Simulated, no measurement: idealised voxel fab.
process module | voxel capacitor over wiring
cross-section cut | 170 nm wide | cells 5 nm
A cross-section is a grid of square cells, given in bands from the top down. A band is one or more rows of cells.
Each band's line starts with the height of the band's top and of its bottom, in nm. Then come its materials from left to right, each with its width in nm. One material with "throughout" fills the band from edge to edge. "air" is empty space.
Height 0 is the level under which the wafer as received is all one material. The lowest band goes on downwards, as in "0 down".
A width such as "30 to 40" changes by the same amount from each row of cells to the next, from the band's top row to its bottom row.
"no change" after a step means that no cell of the cross-section changed.
closed voids: empty space of 8 cells or more with no open way to the top, each as width x height at its distance from the left edge, in nm
after a step's settings: what the simulator itself notes on the step
overlay nm, on a step with a mask: how far to the right of its planned place the mask lay; to the left if negative
Each pair below shows a cross-section before one step and the cross-section after it, down to the lowest band that changed. The line under each pair gives the step between them, with its settings. The pairs can come from different runs of this module on the same starting wafer, so a pair continues from the pair above only where its "before" says so.
before
  80 to 70: TiN throughout
  70 to 65: Al2O3 throughout
  65 to 60: TiN throughout
  60 to 45: lowk 40 | TiN 5 | Cu 5 | TiN 5 | lowk 115
  45 to 40: SiCN 40 | TiN 15 | SiCN 115
  40 to 15: SiO2 25 | TiN 5 | Ru 20 | TiN 5 | SiO2 55 | TiN 5 | Ru 20 | TiN 5 | SiO2 30
  15 to 10: SiCN 25 | TiN 30 | SiCN 55 | TiN 30 | SiCN 30
  10 to 0: SiO2 throughout
  0 down: Si throughout
  closed voids: none
after
  100 to 80: air 45 | resist 55 | air 70
  below 80: unchanged
  closed voids: none
the step between: op PATTERN | tone cover | mask id UPPER_PLATE | material resist | width nm 55 | thk nm 20 | overlay nm 0
before: the cross-section after the pair above
after
  100 to 80: air 45 | resist 55 | air 70
  80 to 70: air 45 | TiN 55 | air 70
  below 70: unchanged
  closed voids: none
the step between: op DIRECTIONAL_ETCH | etch materials TiN | depth nm 10
before: the cross-section after the pair above
after
  100 to 80: air 45 | resist 55 | air 70
  80 to 70: air 45 | TiN 55 | air 70
  70 to 65: air 45 | Al2O3 55 | air 70
  below 65: unchanged
  closed voids: none
the step between: op DIRECTIONAL_ETCH | etch materials Al2O3 | depth nm 5
before: the cross-section after the pair above
after
  80 to 70: air 45 | TiN 55 | air 70
  below 70: unchanged
  closed voids: none
the step between: op STRIP | etch materials resist
before: the cross-section after the pair above
after
  90 to 80: air 45 | aC 55 | air 70
  80 to 75: air 45 | TiN 55 | air 70
  75 to 70: aC 45 | TiN 55 | aC 70
  70 to 65: aC 45 | Al2O3 55 | aC 70
  below 65: unchanged
  closed voids: none
the step between: op DIRECTIONAL_DEP | material aC | thk nm 10
before: the cross-section after the pair above
after
  115 to 90: air 35 | resist 70 | air 65
  90 to 80: air 35 | resist 10 | aC 55 | resist 5 | air 65
  80 to 75: air 35 | resist 10 | TiN 55 | resist 5 | air 65
  below 75: unchanged
  closed voids: none
the step between: op PATTERN | tone cover | mask id LOWER_PLATE | material resist | width nm 70 | thk nm 25 | overlay nm 0
before: the cross-section after the pair above
after
  105 to 90: air 35 | resist 70 | air 65
  90 to 80: air 35 | resist 10 | aC 55 | resist 5 | air 65
  80 to 75: air 35 | resist 10 | TiN 55 | resist 5 | air 65
  75 to 70: air 35 | aC 10 | TiN 55 | aC 5 | air 65
  70 to 65: air 35 | aC 10 | Al2O3 55 | aC 5 | air 65
  below 65: unchanged
  closed voids: none
the step between: op DIRECTIONAL_ETCH | etch materials aC | depth nm 10
before: the cross-section after the pair above
after
  90 to 80: air 45 | aC 55 | air 70
  80 to 75: air 45 | TiN 55 | air 70
  below 75: unchanged
  closed voids: none
the step between: op STRIP | etch materials resist
before: the cross-section after the pair above
after
  90 to 80: air 45 | aC 55 | air 70
  80 to 75: air 45 | TiN 55 | air 70
  75 to 70: air 35 | aC 10 | TiN 55 | aC 5 | air 65
  70 to 65: air 35 | aC 10 | Al2O3 55 | aC 5 | air 65
  65 to 60: air 35 | TiN 70 | air 65
  below 60: unchanged
  closed voids: none
the step between: op DIRECTIONAL_ETCH | etch materials TiN | depth nm 5
before: the cross-section after the pair above
after
  80 to 70: air 45 | TiN 55 | air 70
  70 to 65: air 45 | Al2O3 55 | air 70
  below 65: unchanged
  closed voids: none
the step between: op STRIP | etch materials aC
before: the cross-section after the pair above
after
  100 to 80: SiO2 throughout
  80 to 70: SiO2 45 | TiN 55 | SiO2 70
  70 to 65: SiO2 45 | Al2O3 55 | SiO2 70
  65 to 60: SiO2 35 | TiN 70 | SiO2 65
  below 60: unchanged
  closed voids: none
the step between: op FILL_DEP | material SiO2 | thk nm 20
before: the cross-section after the pair above
after
  95 to 80: SiO2 throughout
  below 80: unchanged
  closed voids: none
the step between: op CMP | height nm 95
before: the cross-section after the pair above
after
  110 to 95: aC throughout
  below 95: unchanged
  closed voids: none
the step between: op DIRECTIONAL_DEP | material aC | thk nm 15
before: the cross-section after the pair above
after
  145 to 110: resist 50 | air 15 | resist 105
  below 110: unchanged
  closed voids: none
the step between: op PATTERN | tone open | mask id PLUG_2 | material resist | width nm 15 | thk nm 35 | overlay nm 0
before: the cross-section after the pair above
after
  130 to 110: resist 50 | air 15 | resist 105
  110 to 95: aC 50 | air 15 | aC 105
  below 95: unchanged
  closed voids: none
the step between: op DIRECTIONAL_ETCH | etch materials aC | depth nm 15
before: the cross-section after the pair above
after
  110 to 95: aC 50 | air 15 | aC 105
  below 95: unchanged
  closed voids: none
the step between: op STRIP | etch materials resist
before: the cross-section after the pair above
after
  110 to 95: aC 50 | air 15 | aC 105
  95 to 80: SiO2 50 | air 15 | SiO2 105
  below 80: unchanged
  closed voids: none
the step between: op DIRECTIONAL_ETCH | etch materials SiO2 | depth nm 15
before: the cross-section after the pair above
after
  95 to 80: SiO2 50 | air 15 | SiO2 105
  below 80: unchanged
  closed voids: none
the step between: op STRIP | etch materials aC
before: the cross-section after the pair above
after
  100 to 95: TiN 55 | air 5 | TiN 110
  95 to 85: SiO2 50 | TiN 5 | air 5 | TiN 5 | SiO2 105
  85 to 80: SiO2 50 | TiN 15 | SiO2 105
  below 80: unchanged
  closed voids: none
the step between: op CONFORMAL_DEP | material TiN | thk nm 5
before: the cross-section after the pair above
after
  105 to 100: Cu throughout
  100 to 95: TiN 55 | Cu 5 | TiN 110
  95 to 85: SiO2 50 | TiN 5 | Cu 5 | TiN 5 | SiO2 105
  below 85: unchanged
  closed voids: none
the step between: op FILL_DEP | material Cu | thk nm 5
before: the cross-section after the pair above
after
  95 to 85: SiO2 50 | TiN 5 | Cu 5 | TiN 5 | SiO2 105
  below 85: unchanged
  closed voids: none
the step between: op CMP | height nm 95
before: the cross-section after the pair above
after
  100 to 95: SiN throughout
  below 95: unchanged
  closed voids: none
the step between: op CONFORMAL_DEP | material SiN | thk nm 5
before
  90 to 80: air 40 | aC 60 | air 70
  80 to 75: air 40 | TiN 60 | air 70
  75 to 70: aC 40 | TiN 60 | aC 70
  70 to 65: aC 40 | Al2O3 60 | aC 70
  65 to 60: TiN throughout
  60 to 45: lowk 40 | TiN 5 | Cu 5 | TiN 5 | lowk 115
  45 to 40: SiCN 40 | TiN 15 | SiCN 115
  40 to 15: SiO2 25 | TiN 5 | Ru 20 | TiN 5 | SiO2 55 | TiN 5 | Ru 20 | TiN 5 | SiO2 30
  15 to 10: SiCN 25 | TiN 30 | SiCN 55 | TiN 30 | SiCN 30
  10 to 0: SiO2 throughout
  0 down: Si throughout
  closed voids: none
after
  115 to 90: air 25 | resist 70 | air 75
  90 to 80: air 25 | resist 15 | aC 60 | air 70
  80 to 75: air 25 | resist 15 | TiN 60 | air 70
  below 75: unchanged
  closed voids: none
the step between: op PATTERN | tone cover | mask id LOWER_PLATE | material resist | width nm 70 | thk nm 25 | overlay nm -10
before: the cross-section after the pair above
after
  105 to 90: air 25 | resist 70 | air 75
  90 to 80: air 25 | resist 15 | aC 55 | air 75
  80 to 75: air 25 | resist 15 | TiN 60 | air 70
  75 to 70: air 25 | aC 15 | TiN 60 | air 70
  70 to 65: air 25 | aC 15 | Al2O3 60 | air 70
  below 65: unchanged
  closed voids: none
the step between: op DIRECTIONAL_ETCH | etch materials aC | depth nm 10
before: the cross-section after the pair above
after
  90 to 80: air 40 | aC 55 | air 75
  80 to 75: air 40 | TiN 60 | air 70
  below 75: unchanged
  closed voids: none
the step between: op STRIP | etch materials resist
before: the cross-section after the pair above
after
  90 to 80: air 40 | aC 55 | air 75
  80 to 75: air 40 | TiN 55 | air 75
  75 to 70: air 25 | aC 15 | TiN 60 | air 70
  70 to 65: air 25 | aC 15 | Al2O3 60 | air 70
  65 to 60: air 25 | TiN 75 | air 70
  below 60: unchanged
  closed voids: none
the step between: op DIRECTIONAL_ETCH | etch materials TiN | depth nm 5
before: the cross-section after the pair above
after
  80 to 70: air 40 | TiN 55 to 60 | air 75 to 70
  70 to 65: air 40 | Al2O3 60 | air 70
  below 65: unchanged
  closed voids: none
the step between: op STRIP | etch materials aC
before: the cross-section after the pair above
after
  100 to 80: SiO2 throughout
  80 to 70: SiO2 40 | TiN 55 to 60 | SiO2 75 to 70
  70 to 65: SiO2 40 | Al2O3 60 | SiO2 70
  65 to 60: SiO2 25 | TiN 75 | SiO2 70
  below 60: unchanged
  closed voids: none
the step between: op FILL_DEP | material SiO2 | thk nm 20
before: the cross-section after the pair above
after
  95 to 80: SiO2 throughout
  below 80: unchanged
  closed voids: none
the step between: op CMP | height nm 95
before: the cross-section after the pair above
after
  110 to 95: aC throughout
  below 95: unchanged
  closed voids: none
the step between: op DIRECTIONAL_DEP | material aC | thk nm 15
before: the cross-section after the pair above
after
  145 to 110: resist 50 | air 15 | resist 105
  below 110: unchanged
  closed voids: none
the step between: op PATTERN | tone open | mask id PLUG_2 | material resist | width nm 15 | thk nm 35 | overlay nm 0
before: the cross-section after the pair above
after
  130 to 110: resist 50 | air 15 | resist 105
  110 to 95: aC 50 | air 15 | aC 105
  below 95: unchanged
  closed voids: none
the step between: op DIRECTIONAL_ETCH | etch materials aC | depth nm 15
before: the cross-section after the pair above
after
  110 to 95: aC 50 | air 15 | aC 105
  below 95: unchanged
  closed voids: none
the step between: op STRIP | etch materials resist
before: the cross-section after the pair above
after
  110 to 95: aC 50 | air 15 | aC 105
  95 to 80: SiO2 50 | air 15 | SiO2 105
  below 80: unchanged
  closed voids: none
the step between: op DIRECTIONAL_ETCH | etch materials SiO2 | depth nm 15
before: the cross-section after the pair above
after
  95 to 80: SiO2 50 | air 15 | SiO2 105
  below 80: unchanged
  closed voids: none
the step between: op STRIP | etch materials aC
before: the cross-section after the pair above
after
  100 to 95: TiN 55 | air 5 | TiN 110
  95 to 85: SiO2 50 | TiN 5 | air 5 | TiN 5 | SiO2 105
  85 to 75: SiO2 50 to 40 | TiN 15 to 55 | SiO2 105 to 75
  below 75: unchanged
  closed voids: none
the step between: op CONFORMAL_DEP | material TiN | thk nm 5
before: the cross-section after the pair above
after
  105 to 100: Cu throughout
  100 to 95: TiN 55 | Cu 5 | TiN 110
  95 to 85: SiO2 50 | TiN 5 | Cu 5 | TiN 5 | SiO2 105
  below 85: unchanged
  closed voids: none
the step between: op FILL_DEP | material Cu | thk nm 5
before: the cross-section after the pair above
after
  95 to 85: SiO2 50 | TiN 5 | Cu 5 | TiN 5 | SiO2 105
  below 85: unchanged
  closed voids: none
the step between: op CMP | height nm 95
before: the cross-section after the pair above
after
  100 to 95: SiN throughout
  below 95: unchanged
  closed voids: none
the step between: op CONFORMAL_DEP | material SiN | thk nm 5
before
  100 to 95: TiN 55 | air 5 | TiN 110
  95 to 85: SiO2 50 | TiN 5 | air 5 | TiN 5 | SiO2 105
  85 to 80: SiO2 50 | TiN 15 | SiO2 105
  80 to 70: SiO2 40 | TiN 60 | SiO2 70
  70 to 65: SiO2 40 | Al2O3 60 | SiO2 70
  65 to 60: SiO2 35 | TiN 70 | SiO2 65
  60 to 45: lowk 40 | TiN 5 | Cu 5 | TiN 5 | lowk 115
  45 to 40: SiCN 40 | TiN 15 | SiCN 115
  40 to 15: SiO2 25 | TiN 5 | Ru 20 | TiN 5 | SiO2 55 | TiN 5 | Ru 20 | TiN 5 | SiO2 30
  15 to 10: SiCN 25 | TiN 30 | SiCN 55 | TiN 30 | SiCN 30
  10 to 0: SiO2 throughout
  0 down: Si throughout
  closed voids: none
after
  105 to 100: lowk throughout
  100 to 95: TiN 55 | lowk 5 | TiN 110
  95 to 85: SiO2 50 | TiN 5 | lowk 5 | TiN 5 | SiO2 105
  below 85: unchanged
  closed voids: none
the step between: op FILL_DEP | material lowk | thk nm 5
before: the cross-section after the pair above
after
  95 to 85: SiO2 50 | TiN 5 | lowk 5 | TiN 5 | SiO2 105
  below 85: unchanged
  closed voids: none
the step between: op CMP | height nm 95
before: the cross-section after the pair above
after
  100 to 95: SiN throughout
  below 95: unchanged
  closed voids: none
the step between: op CONFORMAL_DEP | material SiN | thk nm 5
before
  80 to 70: TiN throughout
  70 to 65: Al2O3 throughout
  65 to 60: TiN throughout
  60 to 45: lowk 40 | TiN 5 | Cu 5 | TiN 5 | lowk 115
  45 to 40: SiCN 40 | TiN 15 | SiCN 115
  40 to 15: SiO2 25 | TiN 5 | Ru 20 | TiN 5 | SiO2 55 | TiN 5 | Ru 20 | TiN 5 | SiO2 30
  15 to 10: SiCN 25 | TiN 30 | SiCN 55 | TiN 30 | SiCN 30
  10 to 0: SiO2 throughout
  0 down: Si throughout
  closed voids: none
after
  100 to 80: resist 40 | air 60 | resist 70
  below 80: unchanged
  closed voids: none
the step between: op PATTERN | tone open | mask id UPPER_PLATE | material resist | width nm 60 | thk nm 20 | overlay nm 0
before: the cross-section after the pair above
after
  100 to 80: resist 40 | air 60 | resist 70
  80 to 70: TiN 40 | air 60 | TiN 70
  below 70: unchanged
  closed voids: none
the step between: op DIRECTIONAL_ETCH | etch materials TiN | depth nm 10
before: the cross-section after the pair above
after
  100 to 80: resist 40 | air 60 | resist 70
  80 to 70: TiN 40 | air 60 | TiN 70
  70 to 65: Al2O3 40 | air 60 | Al2O3 70
  below 65: unchanged
  closed voids: none
the step between: op DIRECTIONAL_ETCH | etch materials Al2O3 | depth nm 5
before: the cross-section after the pair above
after
  80 to 70: TiN 40 | air 60 | TiN 70
  below 70: unchanged
  closed voids: none
the step between: op STRIP | etch materials resist
before: the cross-section after the pair above
after
  90 to 80: aC 40 | air 60 | aC 70
  80 to 75: TiN 40 | air 60 | TiN 70
  75 to 70: TiN 40 | aC 60 | TiN 70
  70 to 65: Al2O3 40 | aC 60 | Al2O3 70
  below 65: unchanged
  closed voids: none
the step between: op DIRECTIONAL_DEP | material aC | thk nm 10
before: the cross-section after the pair above
after
  115 to 90: air 35 | resist 70 | air 65
  90 to 80: aC 40 | resist 60 | aC 70
  80 to 75: TiN 40 | resist 60 | TiN 70
  below 75: unchanged
  closed voids: none
the step between: op PATTERN | tone cover | mask id LOWER_PLATE | material resist | width nm 70 | thk nm 25 | overlay nm 0
before: the cross-section after the pair above
after
  105 to 90: air 35 | resist 70 | air 65
  90 to 80: air 35 | aC 5 | resist 60 | aC 5 | air 65
  below 80: unchanged
  closed voids: none
the step between: op DIRECTIONAL_ETCH | etch materials aC | depth nm 10
before: the cross-section after the pair above
after
  90 to 80: air 35 | aC 5 | air 60 | aC 5 | air 65
  80 to 75: TiN 40 | air 60 | TiN 70
  below 75: unchanged
  closed voids: none
the step between: op STRIP | etch materials resist
before: the cross-section after the pair above
after
  90 to 80: air 35 | aC 5 | air 60 | aC 5 | air 65
  80 to 75: air 35 | TiN 5 | air 60 | TiN 5 | air 65
  below 75: unchanged
  closed voids: none
the step between: op DIRECTIONAL_ETCH | etch materials TiN | depth nm 5
before: the cross-section after the pair above
after
  80 to 75: air 35 | TiN 5 | air 60 | TiN 5 | air 65
  75 to 70: TiN 40 | air 60 | TiN 70
  70 to 65: Al2O3 40 | air 60 | Al2O3 70
  below 65: unchanged
  closed voids: none
the step between: op STRIP | etch materials aC
before: the cross-section after the pair above
after
  100 to 80: SiO2 throughout
  80 to 75: SiO2 35 | TiN 5 | SiO2 60 | TiN 5 | SiO2 65
  75 to 70: TiN 40 | SiO2 60 | TiN 70
  70 to 65: Al2O3 40 | SiO2 60 | Al2O3 70
  below 65: unchanged
  closed voids: none
the step between: op FILL_DEP | material SiO2 | thk nm 20
before: the cross-section after the pair above
after
  95 to 80: SiO2 throughout
  below 80: unchanged
  closed voids: none
the step between: op CMP | height nm 95
before: the cross-section after the pair above
after
  110 to 95: aC throughout
  below 95: unchanged
  closed voids: none
the step between: op DIRECTIONAL_DEP | material aC | thk nm 15
before: the cross-section after the pair above
after
  145 to 110: resist 50 | air 15 | resist 105
  below 110: unchanged
  closed voids: none
the step between: op PATTERN | tone open | mask id PLUG_2 | material resist | width nm 15 | thk nm 35 | overlay nm 0
before: the cross-section after the pair above
after
  130 to 110: resist 50 | air 15 | resist 105
  110 to 95: aC 50 | air 15 | aC 105
  below 95: unchanged
  closed voids: none
the step between: op DIRECTIONAL_ETCH | etch materials aC | depth nm 15
before: the cross-section after the pair above
after
  110 to 95: aC 50 | air 15 | aC 105
  below 95: unchanged
  closed voids: none
the step between: op STRIP | etch materials resist
before: the cross-section after the pair above
after
  110 to 95: aC 50 | air 15 | aC 105
  95 to 80: SiO2 50 | air 15 | SiO2 105
  below 80: unchanged
  closed voids: none
the step between: op DIRECTIONAL_ETCH | etch materials SiO2 | depth nm 15
before: the cross-section after the pair above
after
  95 to 80: SiO2 50 | air 15 | SiO2 105
  below 80: unchanged
  closed voids: none
the step between: op STRIP | etch materials aC
before: the cross-section after the pair above
after
  100 to 95: TiN 55 | air 5 | TiN 110
  95 to 85: SiO2 50 | TiN 5 | air 5 | TiN 5 | SiO2 105
  85 to 80: SiO2 50 | TiN 15 | SiO2 105
  below 80: unchanged
  closed voids: none
the step between: op CONFORMAL_DEP | material TiN | thk nm 5
before: the cross-section after the pair above
after
  105 to 100: Cu throughout
  100 to 95: TiN 55 | Cu 5 | TiN 110
  95 to 85: SiO2 50 | TiN 5 | Cu 5 | TiN 5 | SiO2 105
  below 85: unchanged
  closed voids: none
the step between: op FILL_DEP | material Cu | thk nm 5
before: the cross-section after the pair above
after
  95 to 85: SiO2 50 | TiN 5 | Cu 5 | TiN 5 | SiO2 105
  below 85: unchanged
  closed voids: none
the step between: op CMP | height nm 95
before: the cross-section after the pair above
after
  100 to 95: SiN throughout
  below 95: unchanged
  closed voids: none
the step between: op CONFORMAL_DEP | material SiN | thk nm 5
